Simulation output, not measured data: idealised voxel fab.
This is a process module. Its name is voxel self aligned contacts.
Displayed cross-section: cut, width of 210 nm, square cells sized 5 nm.
Heads up, the way a cross-section reads in here is a grid of square cells, handed over as bands from the top down, with every band being one or more rows of cells. This entry defines a band. It first specifies the height of the band's top and the height of its bottom in nm, and then specifies the band's materials from left to right, stating each material with its width in nm. The word "all across" identifies a single material that fills the band from edge to edge, while the word "air" identifies empty space. Convention: height 0 is the level below which the wafer, as received, is all one material. The lowest band does not terminate at the bottom but continues downward, represented as "0 and below". The two numbers in a width such as "30..40" mark its ends across the band: the first belongs to the top row of cells, the second to the bottom row, and from each row to the next the width moves by the same amount. No cell of the cross-section changed in a step that is given as "stayed the same". Entry "Sealed voids". Content: empty spaces with no open connection to the top, size 8 cells or greater. Each: width x height at distance. Distance: from left edge. Unit: nm. Heads up: the bit after the settings on a step's line is the simulator's remark on that step. Each step line may optionally specify "overlay nm", which for a step with a mask gives the rightward distance between the mask's planned place and where it lay, a negative value indicating the leftward direction.
### So here's the lineup of process steps we planned
step 1: RECEIVE | material Si
step 2: OXIDIZE | depth nm 5
step 3: DIRECTIONAL_DEP | material polySi | thk nm 20
step 4: DIRECTIONAL_DEP | material SiN | thk nm 15
step 5: MASKED_ETCH | tone cover | mask id GATE | width nm 35 | pitch nm 65 | etch materials SiN | depth nm 15 | overlay nm 0
step 6: MASKED_ETCH | tone cover | mask id GATE | width nm 35 | pitch nm 65 | etch materials polySi | depth nm 20 | overlay nm 0
step 7: CONFORMAL_DEP | material SiN | thk nm 5
step 8: DIRECTIONAL_ETCH | etch materials SiN | depth nm 5
step 9: FILL_DEP | material SiO2 | thk nm 10
step 10: CMP | height nm 40
step 11: MASKED_ETCH | tone open | mask id CONTACT | width nm 50 | etch materials SiO2 | depth nm 45 | overlay nm 0
step 12: CONFORMAL_DEP | material TiN | thk nm 5
step 13: FILL_DEP | material W | thk nm 10
step 14: CMP | height nm 40
step 15: CONFORMAL_DEP | material SiN | thk nm 5
### Cross-section: wafer on arrival = after step 1
  0 and below | Si all across
  Sealed voids: none
### Post-module cross-section: identical start and plan to those above, one misstep in execution
  45 down to 40 | SiN all across
  40 down to 35 | 80 SiO2  20 TiN  10 W  20 TiN  80 SiO2
  35 down to 20 | 50 SiO2  45 SiN  5 TiN  10 W  5 TiN  45 SiN  50 SiO2
  20 down to 0 | 50 SiO2  5 SiN  35 polySi  5 SiN  5 TiN  10 W  5 TiN  5 SiN  35 polySi  5 SiN  50 SiO2
  0 down to -5 | 95 SiO2  20 TiN  95 SiO2
  -5 down to -10 | SiO2 all across
  -10 and below | Si all across
  Sealed voids: none
It is concluded that the wafer was processed incorrectly with respect to the plan, in that step 2 was run on a setting that differed from the plan, and what really ran there is OXIDIZE | depth nm 10
